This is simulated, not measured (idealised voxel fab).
Process module under the name voxel gate over fins
Shown is cross-section cut, with a width of 235 nm and square cells of size 5 nm.
Each cross-section below is a grid of square cells, stated as bands in top-down order, with one or more rows of cells making up each band.
The band entry comprises the height of the band's top followed by the height of its bottom, expressed in nm, and subsequently the band's materials from left to right, each stated together with its width in nm. Where a single material is marked with the word "all across", that material fills the band from edge to edge. The word "air" represents empty space.
All heights in this document are referenced to 0, defined as the level beneath which the wafer, as received, consists entirely of one material. The lowest band is not bounded below; it extends indefinitely downward and is written in the form "0 down".
Quick explanation for "30..40": the width changes in equal steps down the rows of cells, from the first number in the band's top row to the second number in its bottom row.
Basically "nothing was modified" means that step didn't change any cell in the cross-section.
"Enclosed voids" lists enclosed empty spaces (at least 8 cells, no open path upward to the top), each as width x height at distance from the left edge, in nm.
Formally, on a step line, whatever follows the settings is a remark that the simulator itself makes on the step.
overlay nm: mask right of planned place by this much (step with mask). Neg. = left.

The process steps that were planned are listed below
| 1 | RECEIVE, material Si |
| 2 | CONFORMAL_DEP, material SiN, thk nm 5 |
| 3 | MASKED_ETCH, tone cover, mask id FINS, width nm 15, pitch nm 50, etch materials SiN, depth nm 5, overlay nm 0 |
| 4 | MASKED_ETCH, tone cover, mask id FINS, width nm 15, pitch nm 50, etch materials Si, depth nm 35, overlay nm 0 |
| 5 | FILL_DEP, material SiO2, thk nm 10 |
| 6 | CMP, height nm 5 |
| 7 | DIRECTIONAL_DEP, material aC, thk nm 10 |
| 8 | PATTERN, tone open, mask id RAIL, material resist, width nm 15, thk nm 30, overlay nm 0 |
| 9 | DIRECTIONAL_ETCH, etch materials aC, depth nm 10 |
| 10 | STRIP, etch materials resist |
| 11 | DIRECTIONAL_ETCH, etch materials SiO2, depth nm 35 |
| 12 | STRIP, etch materials aC |
| 13 | CONFORMAL_DEP, material TiN, thk nm 5 |
| 14 | FILL_DEP, material W, thk nm 10 |
| 15 | CMP, height nm 5 |
| 16 | SELECTIVE_ETCH, etch materials W Ru TiN, depth nm 20 |
| 17 | FILL_DEP, material SiO2, thk nm 5 |
| 18 | CMP, height nm 5 |
| 19 | SELECTIVE_ETCH, etch materials SiO2, depth nm 15 |
| 20 | STRIP, etch materials SiN |
| 21 | CONFORMAL_DEP, material HfO2, thk nm 5 |
| 22 | CONFORMAL_DEP, material TiN, thk nm 5 |
| 23 | CONFORMAL_DEP, material TiAl, thk nm 5 |
| 24 | CONFORMAL_DEP, material TiN, thk nm 5 |
| 25 | FILL_DEP, material W, thk nm 15 |
| 26 | CMP, height nm 30 |
| 27 | CONFORMAL_DEP, material SiCN, thk nm 10 |

First of two wafers, with the run carried out as planned

Cross-sectional view of the wafer in its as-received condition, corresponding to the state after step 1
- 0 down  Si all across
- Enclosed voids: none

Cross-section through the wafer, step 2 finished
- 5 to 0  SiN all across
- Note: structure below 0 unchanged.

Cross-section through the wafer, step 3 finished
- 5 to 0  air: 35 / SiN: 15 / air: 35 / SiN: 15 / air: 35 / SiN: 15 / air: 35 / SiN: 15 / air: 35
- Note: structure below 0 unchanged.

Cross-section through the wafer, step 4 finished
- 5 to 0  air: 35 / SiN: 15 / air: 35 / SiN: 15 / air: 35 / SiN: 15 / air: 35 / SiN: 15 / air: 35
- 0 to -35  air: 35 / Si: 15 / air: 35 / Si: 15 / air: 35 / Si: 15 / air: 35 / Si: 15 / air: 35
- Note: structure below -35 unchanged.

Cross-section through the wafer, step 5 finished
- 15 to 5  SiO2 all across
- 5 to 0  SiO2: 35 / SiN: 15 / SiO2: 35 / SiN: 15 / SiO2: 35 / SiN: 15 / SiO2: 35 / SiN: 15 / SiO2: 35
- 0 to -35  SiO2: 35 / Si: 15 / SiO2: 35 / Si: 15 / SiO2: 35 / Si: 15 / SiO2: 35 / Si: 15 / SiO2: 35
- Note: structure below -35 unchanged.

Cross-section through the wafer, step 6 finished
- 5 to 0  SiO2: 35 / SiN: 15 / SiO2: 35 / SiN: 15 / SiO2: 35 / SiN: 15 / SiO2: 35 / SiN: 15 / SiO2: 35
- Note: structure below 0 unchanged.

Cross-section through the wafer, step 7 finished
- 15 to 5  aC all across
- Note: structure below 5 unchanged.

Cross-section through the wafer, step 8 finished
- 45 to 15  resist: 60 / air: 15 / resist: 160
- Note: structure below 15 unchanged.

Cross-section through the wafer, step 9 finished
- 35 to 15  resist: 60 / air: 15 / resist: 160
- 15 to 5  aC: 60 / air: 15 / aC: 160
- Note: structure below 5 unchanged.

Cross-section through the wafer, step 10 finished
- 15 to 5  aC: 60 / air: 15 / aC: 160
- Note: structure below 5 unchanged.

Cross-section through the wafer, step 11 finished
- 15 to 5  aC: 60 / air: 15 / aC: 160
- 5 to 0  SiO2: 35 / SiN: 15 / SiO2: 10 / air: 15 / SiO2: 10 / SiN: 15 / SiO2: 35 / SiN: 15 / SiO2: 35 / SiN: 15 / SiO2: 35
- 0 to -30  SiO2: 35 / Si: 15 / SiO2: 10 / air: 15 / SiO2: 10 / Si: 15 / SiO2: 35 / Si: 15 / SiO2: 35 / Si: 15 / SiO2: 35
- Note: structure below -30 unchanged.

Cross-section through the wafer, step 12 finished
- 5 to 0  SiO2: 35 / SiN: 15 / SiO2: 10 / air: 15 / SiO2: 10 / SiN: 15 / SiO2: 35 / SiN: 15 / SiO2: 35 / SiN: 15 / SiO2: 35
- Note: structure below 0 unchanged.

Cross-section through the wafer, step 13 finished
- 10 to 5  TiN: 65 / air: 5 / TiN: 165
- 5 to 0  SiO2: 35 / SiN: 15 / SiO2: 10 / TiN: 5 / air: 5 / TiN: 5 / SiO2: 10 / SiN: 15 / SiO2: 35 / SiN: 15 / SiO2: 35 / SiN: 15 / SiO2: 35
- 0 to -25  SiO2: 35 / Si: 15 / SiO2: 10 / TiN: 5 / air: 5 / TiN: 5 / SiO2: 10 / Si: 15 / SiO2: 35 / Si: 15 / SiO2: 35 / Si: 15 / SiO2: 35
- -25 to -30  SiO2: 35 / Si: 15 / SiO2: 10 / TiN: 15 / SiO2: 10 / Si: 15 / SiO2: 35 / Si: 15 / SiO2: 35 / Si: 15 / SiO2: 35
- Note: structure below -30 unchanged.

Cross-section through the wafer, step 14 finished
- 20 to 10  W all across
- 10 to 5  TiN: 65 / W: 5 / TiN: 165
- 5 to 0  SiO2: 35 / SiN: 15 / SiO2: 10 / TiN: 5 / W: 5 / TiN: 5 / SiO2: 10 / SiN: 15 / SiO2: 35 / SiN: 15 / SiO2: 35 / SiN: 15 / SiO2: 35
- 0 to -25  SiO2: 35 / Si: 15 / SiO2: 10 / TiN: 5 / W: 5 / TiN: 5 / SiO2: 10 / Si: 15 / SiO2: 35 / Si: 15 / SiO2: 35 / Si: 15 / SiO2: 35
- Note: structure below -25 unchanged.

Cross-section through the wafer, step 15 finished
- 5 to 0  SiO2: 35 / SiN: 15 / SiO2: 10 / TiN: 5 / W: 5 / TiN: 5 / SiO2: 10 / SiN: 15 / SiO2: 35 / SiN: 15 / SiO2: 35 / SiN: 15 / SiO2: 35
- Note: structure below 0 unchanged.

Cross-section through the wafer, step 16 finished
- 5 to 0  SiO2: 35 / SiN: 15 / SiO2: 10 / air: 15 / SiO2: 10 / SiN: 15 / SiO2: 35 / SiN: 15 / SiO2: 35 / SiN: 15 / SiO2: 35
- 0 to -15  SiO2: 35 / Si: 15 / SiO2: 10 / air: 15 / SiO2: 10 / Si: 15 / SiO2: 35 / Si: 15 / SiO2: 35 / Si: 15 / SiO2: 35
- Note: structure below -15 unchanged.

Cross-section through the wafer, step 17 finished
- 10 to 5  SiO2 all across
- 5 to 0  SiO2: 35 / SiN: 15 / SiO2: 35 / SiN: 15 / SiO2: 35 / SiN: 15 / SiO2: 35 / SiN: 15 / SiO2: 35
- 0 to -15  SiO2: 35 / Si: 15 / SiO2: 35 / Si: 15 / SiO2: 35 / Si: 15 / SiO2: 35 / Si: 15 / SiO2: 35
- Note: structure below -15 unchanged.

Cross-section through the wafer, step 18 finished
- 5 to 0  SiO2: 35 / SiN: 15 / SiO2: 35 / SiN: 15 / SiO2: 35 / SiN: 15 / SiO2: 35 / SiN: 15 / SiO2: 35
- Note: structure below 0 unchanged.

Cross-section through the wafer, step 19 finished
- 5 to 0  air: 35 / SiN: 15 / air: 35 / SiN: 15 / air: 35 / SiN: 15 / air: 35 / SiN: 15 / air: 35
- 0 to -10  air: 35 / Si: 15 / air: 35 / Si: 15 / air: 35 / Si: 15 / air: 35 / Si: 15 / air: 35
- Note: structure below -10 unchanged.

Cross-section through the wafer, step 20 finished
- 0 to -10  air: 35 / Si: 15 / air: 35 / Si: 15 / air: 35 / Si: 15 / air: 35 / Si: 15 / air: 35
- Note: structure below -10 unchanged.

Cross-section through the wafer, step 21 finished
- 5 to 0  air: 30 / HfO2: 25 / air: 25 / HfO2: 25 / air: 25 / HfO2: 25 / air: 25 / HfO2: 25 / air: 30
- 0 to -5  air: 30 / HfO2: 5 / Si: 15 / HfO2: 5 / air: 25 / HfO2: 5 / Si: 15 / HfO2: 5 / air: 25 / HfO2: 5 / Si: 15 / HfO2: 5 / air: 25 / HfO2: 5 / Si: 15 / HfO2: 5 / air: 30
- -5 to -10  HfO2: 35 / Si: 15 / HfO2: 35 / Si: 15 / HfO2: 35 / Si: 15 / HfO2: 35 / Si: 15 / HfO2: 35
- Note: structure below -10 unchanged.

Cross-section through the wafer, step 22 finished
- 10 to 5  air: 25 / TiN: 35 / air: 15 / TiN: 35 / air: 15 / TiN: 35 / air: 15 / TiN: 35 / air: 25
- 5 to 0  air: 25 / TiN: 5 / HfO2: 25 / TiN: 5 / air: 15 / TiN: 5 / HfO2: 25 / TiN: 5 / air: 15 / TiN: 5 / HfO2: 25 / TiN: 5 / air: 15 / TiN: 5 / HfO2: 25 / TiN: 5 / air: 25
- 0 to -5  TiN: 30 / HfO2: 5 / Si: 15 / HfO2: 5 / TiN: 25 / HfO2: 5 / Si: 15 / HfO2: 5 / TiN: 25 / HfO2: 5 / Si: 15 / HfO2: 5 / TiN: 25 / HfO2: 5 / Si: 15 / HfO2: 5 / TiN: 30
- Note: structure below -5 unchanged.

Cross-section through the wafer, step 23 finished
- 15 to 10  air: 20 / TiAl: 45 / air: 5 / TiAl: 45 / air: 5 / TiAl: 45 / air: 5 / TiAl: 45 / air: 20
- 10 to 5  air: 20 / TiAl: 5 / TiN: 35 / TiAl: 5 / air: 5 / TiAl: 5 / TiN: 35 / TiAl: 5 / air: 5 / TiAl: 5 / TiN: 35 / TiAl: 5 / air: 5 / TiAl: 5 / TiN: 35 / TiAl: 5 / air: 20
- 5 to 0  TiAl: 25 / TiN: 5 / HfO2: 25 / TiN: 5 / TiAl: 15 / TiN: 5 / HfO2: 25 / TiN: 5 / TiAl: 15 / TiN: 5 / HfO2: 25 / TiN: 5 / TiAl: 15 / TiN: 5 / HfO2: 25 / TiN: 5 / TiAl: 25
- Note: structure below 0 unchanged.

Cross-section through the wafer, step 24 finished
- 20 to 15  air: 15 / TiN: 205 / air: 15
- 15 to 10  air: 15 / TiN: 5 / TiAl: 45 / TiN: 5 / TiAl: 45 / TiN: 5 / TiAl: 45 / TiN: 5 / TiAl: 45 / TiN: 5 / air: 15
- 10 to 5  TiN: 20 / TiAl: 5 / TiN: 35 / TiAl: 5 / TiN: 5 / TiAl: 5 / TiN: 35 / TiAl: 5 / TiN: 5 / TiAl: 5 / TiN: 35 / TiAl: 5 / TiN: 5 / TiAl: 5 / TiN: 35 / TiAl: 5 / TiN: 20
- Note: structure below 5 unchanged.

Cross-section through the wafer, step 25 finished
- 35 to 20  W all across
- 20 to 15  W: 15 / TiN: 205 / W: 15
- 15 to 10  W: 15 / TiN: 5 / TiAl: 45 / TiN: 5 / TiAl: 45 / TiN: 5 / TiAl: 45 / TiN: 5 / TiAl: 45 / TiN: 5 / W: 15
- Note: structure below 10 unchanged.

Cross-section through the wafer, step 26 finished
- 30 to 20  W all across
- Note: structure below 20 unchanged.

Cross-section through the wafer, step 27 finished
- 40 to 30  SiCN all across
- Note: structure below 30 unchanged.

Wafer two of two - same starting point, same process plan, one mistake in execution; matches wafer one up to and including step 18

Second wafer, sectioned view, at step 19's planned end time
- 5 to 0  air: 35 / SiN: 15 / air: 35 / SiN: 15 / air: 35 / SiN: 15 / air: 35 / SiN: 15 / air: 35
- 0 to -15  air: 35 / Si: 15 / air: 35 / Si: 15 / air: 35 / Si: 15 / air: 35 / Si: 15 / air: 35
- -15 to -25  air: 35 / Si: 15 / air: 10 / TiN: 5 / W: 5 / TiN: 5 / air: 10 / Si: 15 / air: 35 / Si: 15 / air: 35 / Si: 15 / air: 35
- Note: structure below -25 unchanged.

Second wafer, sectioned view, at step 20's planned end time
- 0 to -15  air: 35 / Si: 15 / air: 35 / Si: 15 / air: 35 / Si: 15 / air: 35 / Si: 15 / air: 35
- Note: structure below -15 unchanged.

Second wafer, sectioned view, at step 21's planned end time
- 5 to 0  air: 30 / HfO2: 25 / air: 25 / HfO2: 25 / air: 25 / HfO2: 25 / air: 25 / HfO2: 25 / air: 30
- 0 to -10  air: 30 / HfO2: 5 / Si: 15 / HfO2: 5 / air: 25 / HfO2: 5 / Si: 15 / HfO2: 5 / air: 25 / HfO2: 5 / Si: 15 / HfO2: 5 / air: 25 / HfO2: 5 / Si: 15 / HfO2: 5 / air: 30
- -10 to -15  air: 30 / HfO2: 5 / Si: 15 / HfO2: 35 / Si: 15 / HfO2: 5 / air: 25 / HfO2: 5 / Si: 15 / HfO2: 5 / air: 25 / HfO2: 5 / Si: 15 / HfO2: 5 / air: 30
- -15 to -20  air: 30 / HfO2: 5 / Si: 15 / HfO2: 10 / TiN: 5 / W: 5 / TiN: 5 / HfO2: 10 / Si: 15 / HfO2: 5 / air: 25 / HfO2: 5 / Si: 15 / HfO2: 5 / air: 25 / HfO2: 5 / Si: 15 / HfO2: 5 / air: 30
- -20 to -25  HfO2: 35 / Si: 15 / HfO2: 10 / TiN: 5 / W: 5 / TiN: 5 / HfO2: 10 / Si: 15 / HfO2: 35 / Si: 15 / HfO2: 35 / Si: 15 / HfO2: 35
- Note: structure below -25 unchanged.

Second wafer, sectioned view, at step 22's planned end time
- 10 to 5  air: 25 / TiN: 35 / air: 15 / TiN: 35 / air: 15 / TiN: 35 / air: 15 / TiN: 35 / air: 25
- 5 to 0  air: 25 / TiN: 5 / HfO2: 25 / TiN: 5 / air: 15 / TiN: 5 / HfO2: 25 / TiN: 5 / air: 15 / TiN: 5 / HfO2: 25 / TiN: 5 / air: 15 / TiN: 5 / HfO2: 25 / TiN: 5 / air: 25
- 0 to -5  air: 25 / TiN: 5 / HfO2: 5 / Si: 15 / HfO2: 5 / TiN: 5 / air: 15 / TiN: 5 / HfO2: 5 / Si: 15 / HfO2: 5 / TiN: 5 / air: 15 / TiN: 5 / HfO2: 5 / Si: 15 / HfO2: 5 / TiN: 5 / air: 15 / TiN: 5 / HfO2: 5 / Si: 15 / HfO2: 5 / TiN: 5 / air: 25
- -5 to -10  air: 25 / TiN: 5 / HfO2: 5 / Si: 15 / HfO2: 5 / TiN: 25 / HfO2: 5 / Si: 15 / HfO2: 5 / TiN: 5 / air: 15 / TiN: 5 / HfO2: 5 / Si: 15 / HfO2: 5 / TiN: 5 / air: 15 / TiN: 5 / HfO2: 5 / Si: 15 / HfO2: 5 / TiN: 5 / air: 25
- -10 to -15  air: 25 / TiN: 5 / HfO2: 5 / Si: 15 / HfO2: 35 / Si: 15 / HfO2: 5 / TiN: 5 / air: 15 / TiN: 5 / HfO2: 5 / Si: 15 / HfO2: 5 / TiN: 5 / air: 15 / TiN: 5 / HfO2: 5 / Si: 15 / HfO2: 5 / TiN: 5 / air: 25
- -15 to -20  TiN: 30 / HfO2: 5 / Si: 15 / HfO2: 10 / TiN: 5 / W: 5 / TiN: 5 / HfO2: 10 / Si: 15 / HfO2: 5 / TiN: 25 / HfO2: 5 / Si: 15 / HfO2: 5 / TiN: 25 / HfO2: 5 / Si: 15 / HfO2: 5 / TiN: 30
- Note: structure below -20 unchanged.

Second wafer, sectioned view, at step 23's planned end time
- 15 to 10  air: 20 / TiAl: 45 / air: 5 / TiAl: 45 / air: 5 / TiAl: 45 / air: 5 / TiAl: 45 / air: 20
- 10 to 5  air: 20 / TiAl: 5 / TiN: 35 / TiAl: 5 / air: 5 / TiAl: 5 / TiN: 35 / TiAl: 5 / air: 5 / TiAl: 5 / TiN: 35 / TiAl: 5 / air: 5 / TiAl: 5 / TiN: 35 / TiAl: 5 / air: 20
- 5 to 0  air: 20 / TiAl: 5 / TiN: 5 / HfO2: 25 / TiN: 5 / TiAl: 5 / air: 5 / TiAl: 5 / TiN: 5 / HfO2: 25 / TiN: 5 / TiAl: 5 / air: 5 / TiAl: 5 / TiN: 5 / HfO2: 25 / TiN: 5 / TiAl: 5 / air: 5 / TiAl: 5 / TiN: 5 / HfO2: 25 / TiN: 5 / TiAl: 5 / air: 20
- 0 to -5  air: 20 / TiAl: 5 / TiN: 5 / HfO2: 5 / Si: 15 / HfO2: 5 / TiN: 5 / TiAl: 15 / TiN: 5 / HfO2: 5 / Si: 15 / HfO2: 5 / TiN: 5 / TiAl: 5 / air: 5 / TiAl: 5 / TiN: 5 / HfO2: 5 / Si: 15 / HfO2: 5 / TiN: 5 / TiAl: 5 / air: 5 / TiAl: 5 / TiN: 5 / HfO2: 5 / Si: 15 / HfO2: 5 / TiN: 5 / TiAl: 5 / air: 20
- -5 to -10  air: 20 / TiAl: 5 / TiN: 5 / HfO2: 5 / Si: 15 / HfO2: 5 / TiN: 25 / HfO2: 5 / Si: 15 / HfO2: 5 / TiN: 5 / TiAl: 5 / air: 5 / TiAl: 5 / TiN: 5 / HfO2: 5 / Si: 15 / HfO2: 5 / TiN: 5 / TiAl: 5 / air: 5 / TiAl: 5 / TiN: 5 / HfO2: 5 / Si: 15 / HfO2: 5 / TiN: 5 / TiAl: 5 / air: 20
- -10 to -15  TiAl: 25 / TiN: 5 / HfO2: 5 / Si: 15 / HfO2: 35 / Si: 15 / HfO2: 5 / TiN: 5 / TiAl: 15 / TiN: 5 / HfO2: 5 / Si: 15 / HfO2: 5 / TiN: 5 / TiAl: 15 / TiN: 5 / HfO2: 5 / Si: 15 / HfO2: 5 / TiN: 5 / TiAl: 25
- Note: structure below -15 unchanged.

Second wafer, sectioned view, at step 24's planned end time
- 20 to 15  air: 15 / TiN: 205 / air: 15
- 15 to 10  air: 15 / TiN: 5 / TiAl: 45 / TiN: 5 / TiAl: 45 / TiN: 5 / TiAl: 45 / TiN: 5 / TiAl: 45 / TiN: 5 / air: 15
- 10 to 5  air: 15 / TiN: 5 / TiAl: 5 / TiN: 35 / TiAl: 5 / TiN: 5 / TiAl: 5 / TiN: 35 / TiAl: 5 / TiN: 5 / TiAl: 5 / TiN: 35 / TiAl: 5 / TiN: 5 / TiAl: 5 / TiN: 35 / TiAl: 5 / TiN: 5 / air: 15
- 5 to 0  air: 15 / TiN: 5 / TiAl: 5 / TiN: 5 / HfO2: 25 / TiN: 5 / TiAl: 5 / TiN: 5 / TiAl: 5 / TiN: 5 / HfO2: 25 / TiN: 5 / TiAl: 5 / TiN: 5 / TiAl: 5 / TiN: 5 / HfO2: 25 / TiN: 5 / TiAl: 5 / TiN: 5 / TiAl: 5 / TiN: 5 / HfO2: 25 / TiN: 5 / TiAl: 5 / TiN: 5 / air: 15
- 0 to -5  air: 15 / TiN: 5 / TiAl: 5 / TiN: 5 / HfO2: 5 / Si: 15 / HfO2: 5 / TiN: 5 / TiAl: 15 / TiN: 5 / HfO2: 5 / Si: 15 / HfO2: 5 / TiN: 5 / TiAl: 5 / TiN: 5 / TiAl: 5 / TiN: 5 / HfO2: 5 / Si: 15 / HfO2: 5 / TiN: 5 / TiAl: 5 / TiN: 5 / TiAl: 5 / TiN: 5 / HfO2: 5 / Si: 15 / HfO2: 5 / TiN: 5 / TiAl: 5 / TiN: 5 / air: 15
- -5 to -10  TiN: 20 / TiAl: 5 / TiN: 5 / HfO2: 5 / Si: 15 / HfO2: 5 / TiN: 25 / HfO2: 5 / Si: 15 / HfO2: 5 / TiN: 5 / TiAl: 5 / TiN: 5 / TiAl: 5 / TiN: 5 / HfO2: 5 / Si: 15 / HfO2: 5 / TiN: 5 / TiAl: 5 / TiN: 5 / TiAl: 5 / TiN: 5 / HfO2: 5 / Si: 15 / HfO2: 5 / TiN: 5 / TiAl: 5 / TiN: 20
- Note: structure below -10 unchanged.

Second wafer, sectioned view, at step 25's planned end time
- 35 to 20  W all across
- 20 to 15  W: 15 / TiN: 205 / W: 15
- 15 to 10  W: 15 / TiN: 5 / TiAl: 45 / TiN: 5 / TiAl: 45 / TiN: 5 / TiAl: 45 / TiN: 5 / TiAl: 45 / TiN: 5 / W: 15
- 10 to 5  W: 15 / TiN: 5 / TiAl: 5 / TiN: 35 / TiAl: 5 / TiN: 5 / TiAl: 5 / TiN: 35 / TiAl: 5 / TiN: 5 / TiAl: 5 / TiN: 35 / TiAl: 5 / TiN: 5 / TiAl: 5 / TiN: 35 / TiAl: 5 / TiN: 5 / W: 15
- 5 to 0  W: 15 / TiN: 5 / TiAl: 5 / TiN: 5 / HfO2: 25 / TiN: 5 / TiAl: 5 / TiN: 5 / TiAl: 5 / TiN: 5 / HfO2: 25 / TiN: 5 / TiAl: 5 / TiN: 5 / TiAl: 5 / TiN: 5 / HfO2: 25 / TiN: 5 / TiAl: 5 / TiN: 5 / TiAl: 5 / TiN: 5 / HfO2: 25 / TiN: 5 / TiAl: 5 / TiN: 5 / W: 15
- 0 to -5  W: 15 / TiN: 5 / TiAl: 5 / TiN: 5 / HfO2: 5 / Si: 15 / HfO2: 5 / TiN: 5 / TiAl: 15 / TiN: 5 / HfO2: 5 / Si: 15 / HfO2: 5 / TiN: 5 / TiAl: 5 / TiN: 5 / TiAl: 5 / TiN: 5 / HfO2: 5 / Si: 15 / HfO2: 5 / TiN: 5 / TiAl: 5 / TiN: 5 / TiAl: 5 / TiN: 5 / HfO2: 5 / Si: 15 / HfO2: 5 / TiN: 5 / TiAl: 5 / TiN: 5 / W: 15
- Note: structure below -5 unchanged.

Second wafer, sectioned view, at step 26's planned end time
- 30 to 20  W all across
- Note: structure below 20 unchanged.

Second wafer, sectioned view, at step 27's planned end time
- 40 to 30  SiCN all across
- Note: structure below 30 unchanged.
Which mistake was made when the wafer was run? heads up, step 19 of the plan got done twice
Final cells, second wafer relative to first, materials higher or lower: +28 HfO2, -99 SiO2, +20 TiAl, +33 TiN, +18 W
